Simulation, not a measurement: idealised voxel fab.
The following is a process module called voxel gate over fins.
The width of the displayed cross-section, cut, is 155 nm; its cells are square, with a size of 5 nm.
A cross-section is written here as square cells arranged in a grid, and it is given in bands from the top down, each band taking up one or more rows of cells. First you get the band's top height and its bottom height, in nm, and then the materials it's made of, left to right, with each width in nm. If you see a single material with "throughout", that one covers the band edge to edge. "blank" is empty space. Below 0: as-received wafer, all one material; heights counted from there. Lowest band: no bottom, goes on down, written "0..down". Top row gets the first number, bottom row gets the second, and each row in between changes by the same step: that is how a band width like "30 to 40" works. Where the words "nothing different" appear for a step, the cross-section shows no cell changed by that step; every cell remained as before. In "Cavities, sealed" the enclosed voids are listed, meaning empty spaces of 8 cells or larger without any opening to the top. The form is width x height at distance, distance from the left edge, units nm. after a step's settings: what the simulator itself notes on the step. "overlay nm" denotes, for a step that has a mask, the displacement of the mask to the right of its planned place, with negative values corresponding to the left.

This section lists the process steps that were planned
- 1: RECEIVE (material Si)
- 2: CONFORMAL_DEP (material SiN; thk nm 10)
- 3: MASKED_ETCH (tone cover; mask id FINS; width nm 15; pitch nm 55; etch materials SiN; depth nm 10; overlay nm 0)
- 4: MASKED_ETCH (tone cover; mask id FINS; width nm 15; pitch nm 55; etch materials Si; depth nm 30; overlay nm 0)
- 5: FILL_DEP (material SiO2; thk nm 10)
- 6: CMP (height nm 10)
- 7: DIRECTIONAL_DEP (material aC; thk nm 10)
- 8: PATTERN (tone open; mask id RAIL; material resist; width nm 15; thk nm 25; overlay nm 0)
- 9: DIRECTIONAL_ETCH (etch materials aC; depth nm 10)
- 10: STRIP (etch materials resist)
- 11: DIRECTIONAL_ETCH (etch materials SiO2; depth nm 35)
- 12: STRIP (etch materials aC)
- 13: CONFORMAL_DEP (material TiN; thk nm 5)
- 14: FILL_DEP (material W; thk nm 5)
- 15: CMP (height nm 10)
- 16: SELECTIVE_ETCH (etch materials W Ru TiN; depth nm 30)
- 17: FILL_DEP (material SiO2; thk nm 5)
- 18: CMP (height nm 10)
- 19: SELECTIVE_ETCH (etch materials SiO2; depth nm 25)
- 20: STRIP (etch materials SiN)
- 21: CONFORMAL_DEP (material HfO2; thk nm 5)
- 22: CONFORMAL_DEP (material TiN; thk nm 5)
- 23: FILL_DEP (material W; thk nm 15)
- 24: CMP (height nm 20)
- 25: CONFORMAL_DEP (material SiCN; thk nm 10)

Cross-section: wafer on arrival = after step 1
- 0..down: Si throughout
- Cavities, sealed: none

This is how the wafer looks in cross-section once the module is done, given the starting state and plan above and one mistake in carrying the plan out
- 30..20: SiCN throughout
- 20..10: W throughout
- 10..5: 30 of W / 35 of aC / 20 of W / 35 of aC / 35 of W
- 5..0: 30 of W / 5 of aC / 25 of HfO2 / 5 of aC / 20 of W / 5 of aC / 25 of HfO2 / 5 of aC / 35 of W
- 0..-5: 30 of W / 5 of aC / 5 of HfO2 / 15 of Si / 5 of HfO2 / 5 of aC / 20 of W / 5 of aC / 5 of HfO2 / 15 of Si / 5 of HfO2 / 5 of aC / 35 of W
- -5..-10: 35 of aC / 5 of HfO2 / 15 of Si / 5 of HfO2 / 30 of aC / 5 of HfO2 / 15 of Si / 5 of HfO2 / 40 of aC
- -10..-15: 40 of HfO2 / 15 of Si / 40 of HfO2 / 15 of Si / 45 of HfO2
- -15..-20: 40 of SiO2 / 15 of Si / 40 of SiO2 / 15 of Si / 45 of SiO2
- -20..-25: 40 of SiO2 / 15 of Si / 10 of SiO2 / 15 of TiN / 15 of SiO2 / 15 of Si / 45 of SiO2
- -25..-30: 40 of SiO2 / 15 of Si / 40 of SiO2 / 15 of Si / 45 of SiO2
- -30..down: Si throughout
- Cavities, sealed: none
Which mistake was made when the wafer was run? planned and actual differ for step 22; actual: CONFORMAL_DEP (material aC; thk nm 5)
